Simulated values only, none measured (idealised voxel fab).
Documented hereafter: the process module known as voxel self aligned vias.
FYI the section here is cut, 185 nm wide, cells are 5 nm squares.
Cross-section spec: square-cell grid; bands listed top down; each band is one or more rows.
Band: top height; bottom height; in nm. Then, left to right: material with width in nm, for each material. "all across": a single material spanning edge to edge. "empty": empty space.
Where do heights start? At 0: under that level the wafer as delivered is made of one material only. And the lowest band has no floor; it just carries on downward, as in "0 nm and below".
The width entry "30..40" should be interpreted row by row: the top row of cells in the band takes the first number, the bottom row takes the second number, and the change between adjacent rows is uniform throughout.
No cell of the cross-section changed in a step that is given as "no change occurred".
The entry titled "Voids, enclosed" provides the empty spaces that have no open way to the top, restricted to those of 8 cells or more. Each is presented as width x height at distance, the distance being measured from the left edge, with all three in nm.
Whatever follows a step's settings on its line is a remark the simulator itself makes about that step.
The setting "overlay nm" may be written on the line of a step. When the step uses a mask, the value reports how far to the right of the planned place the mask lay, and a negative value reports that it lay to the left.

### Listed below are the process steps as planned
| 1 | RECEIVE, material Si |
| 2 | CONFORMAL_DEP, material SiO2, thk nm 15 |
| 3 | CONFORMAL_DEP, material SiCN, thk nm 5 |
| 4 | DIRECTIONAL_DEP, material SiO2, thk nm 30 |
| 5 | DIRECTIONAL_DEP, material aC, thk nm 15 |
| 6 | PATTERN, tone open, mask id LINES, material resist, width nm 30, pitch nm 70, thk nm 30, overlay nm 0 |
| 7 | DIRECTIONAL_ETCH, etch materials aC, depth nm 15 |
| 8 | STRIP, etch materials resist |
| 9 | DIRECTIONAL_ETCH, etch materials SiO2, depth nm 30 |
| 10 | STRIP, etch materials aC |
| 11 | CONFORMAL_DEP, material TiN, thk nm 5 |
| 12 | FILL_DEP, material W, thk nm 10 |
| 13 | CMP, height nm 50 |
| 14 | SELECTIVE_ETCH, etch materials W Ru TiN, depth nm 5 |
| 15 | FILL_DEP, material SiN, thk nm 5 |
| 16 | CMP, height nm 50 |
| 17 | DIRECTIONAL_DEP, material SiO2, thk nm 15 |
| 18 | MASKED_ETCH, tone open, mask id VIAS, width nm 40, pitch nm 70, etch materials SiO2, depth nm 15, overlay nm 0 |
| 19 | MASKED_ETCH, tone open, mask id VIAS, width nm 40, pitch nm 70, etch materials SiN, depth nm 5, overlay nm 0 |
| 20 | CONFORMAL_DEP, material TiN, thk nm 5 |
| 21 | FILL_DEP, material W, thk nm 5 |
| 22 | CMP, height nm 65 |
| 23 | CONFORMAL_DEP, material SiCN, thk nm 5 |

### As-received state of the wafer in cross-section, equivalent to post-step 1
0 nm and below = Si all across
Voids, enclosed: none

### The following cross-section depicts the wafer upon conclusion of the module. Processing commenced from the starting condition illustrated above and adhered to the plan illustrated above, save for one mistake in execution
70 nm to 65 nm = SiCN all across
65 nm to 50 nm = 35 of SiO2 | 5 of TiN | 30 of W | 5 of TiN | 30 of SiO2 | 5 of TiN | 30 of W | 5 of TiN | 40 of SiO2
50 nm to 45 nm = 35 of SiO2 | 40 of TiN | 30 of SiO2 | 40 of TiN | 40 of SiO2
45 nm to 35 nm = 35 of SiO2 | 10 of TiN | 20 of W | 10 of TiN | 30 of SiO2 | 10 of TiN | 20 of W | 10 of TiN | 40 of SiO2
35 nm to 25 nm = 40 of SiO2 | 5 of TiN | 20 of W | 5 of TiN | 40 of SiO2 | 5 of TiN | 20 of W | 5 of TiN | 45 of SiO2
25 nm to 20 nm = 40 of SiO2 | 30 of TiN | 40 of SiO2 | 30 of TiN | 45 of SiO2
20 nm to 15 nm = SiCN all across
15 nm to 0 nm = SiO2 all across
0 nm and below = Si all across
Voids, enclosed: none
Heads up, the wafer didn't run the way we planned it: step 18 of the plan was carried out twice
